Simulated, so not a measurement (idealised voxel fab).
process module | voxel released beams
cross-section cut | 215 nm wide | cells 5 nm
A cross-section is a grid of square cells, given in bands from the top down. A band is one or more rows of cells.
Each band's line starts with the height of the band's top and of its bottom, in nm. Then come its materials from left to right, each with its width in nm. One material with "throughout" fills the band from edge to edge. "air" is empty space.
Height 0 is the level under which the wafer as received is all one material. The lowest band goes on downwards, as in "0 down".
A width such as "30 to 40" changes by the same amount from each row of cells to the next, from the band's top row to its bottom row.
"no change" after a step means that no cell of the cross-section changed.
closed voids: empty space of 8 cells or more with no open way to the top, each as width x height at its distance from the left edge, in nm
after a step's settings: what the simulator itself notes on the step
overlay nm, on a step with a mask: how far to the right of its planned place the mask lay; to the left if negative
plan
1 op RECEIVE | material Si
2 op CONFORMAL_DEP | material Al2O3 | thk nm 5
3 op DIRECTIONAL_DEP | material SiO2 | thk nm 15
4 op DIRECTIONAL_DEP | material aC | thk nm 15
5 op PATTERN | tone open | mask id ANCHOR | material resist | width nm 35 | thk nm 35 | overlay nm 0
6 op DIRECTIONAL_ETCH | etch materials aC | depth nm 15
7 op STRIP | etch materials resist
8 op DIRECTIONAL_ETCH | etch materials SiO2 | depth nm 15
9 op STRIP | etch materials aC
10 op CONFORMAL_DEP | material SiN | thk nm 15
11 op PATTERN | tone cover | mask id BEAM | material resist | width nm 95 | thk nm 15 | overlay nm 0
12 op DIRECTIONAL_ETCH | etch materials SiN | depth nm 15
13 op STRIP | etch materials resist
14 op STRIP | etch materials SiO2
first wafer, as planned
as received, after step 1
  0 down: Si throughout
  closed voids: none
after step 2
  5 to 0: Al2O3 throughout
  below 0: unchanged
after step 3
  20 to 5: SiO2 throughout
  below 5: unchanged
after step 4
  35 to 20: aC throughout
  below 20: unchanged
after step 5
  70 to 35: resist 60 | air 35 | resist 120
  below 35: unchanged
after step 6
  55 to 35: resist 60 | air 35 | resist 120
  35 to 20: aC 60 | air 35 | aC 120
  below 20: unchanged
after step 7
  35 to 20: aC 60 | air 35 | aC 120
  below 20: unchanged
after step 8
  35 to 20: aC 60 | air 35 | aC 120
  20 to 5: SiO2 60 | air 35 | SiO2 120
  below 5: unchanged
after step 9
  20 to 5: SiO2 60 | air 35 | SiO2 120
  below 5: unchanged
after step 10
  35 to 20: SiN 75 | air 5 | SiN 135
  20 to 5: SiO2 60 | SiN 35 | SiO2 120
  below 5: unchanged
after step 11
  50 to 35: air 55 | resist 95 | air 65
  35 to 20: SiN 75 | resist 5 | SiN 135
  below 20: unchanged
after step 12
  50 to 35: air 55 | resist 95 | air 65
  35 to 20: air 55 | SiN 20 | resist 5 | SiN 70 | air 65
  below 20: unchanged
after step 13
  35 to 20: air 55 | SiN 20 | air 5 | SiN 70 | air 65
  below 20: unchanged
after step 14
  35 to 20: air 55 | SiN 20 | air 5 | SiN 70 | air 65
  20 to 5: air 60 | SiN 35 | air 120
  below 5: unchanged
second wafer: like start, like plan, one mistake. Through step 9 it matches the first wafer
when step 10 should have ended
  50 to 20: SiN throughout
  20 to 5: SiO2 60 | SiN 35 | SiO2 120
  below 5: unchanged
when step 11 should have ended
  65 to 50: air 55 | resist 95 | air 65
  below 50: unchanged
when step 12 should have ended
  65 to 50: air 55 | resist 95 | air 65
  50 to 35: air 55 | SiN 95 | air 65
  below 35: unchanged
when step 13 should have ended
  50 to 35: air 55 | SiN 95 | air 65
  below 35: unchanged
when step 14 should have ended: no change
what went wrong: step 10 was run twice
at the end the second wafer has, in cells: 132 more of SiN | 108 more of SiO2
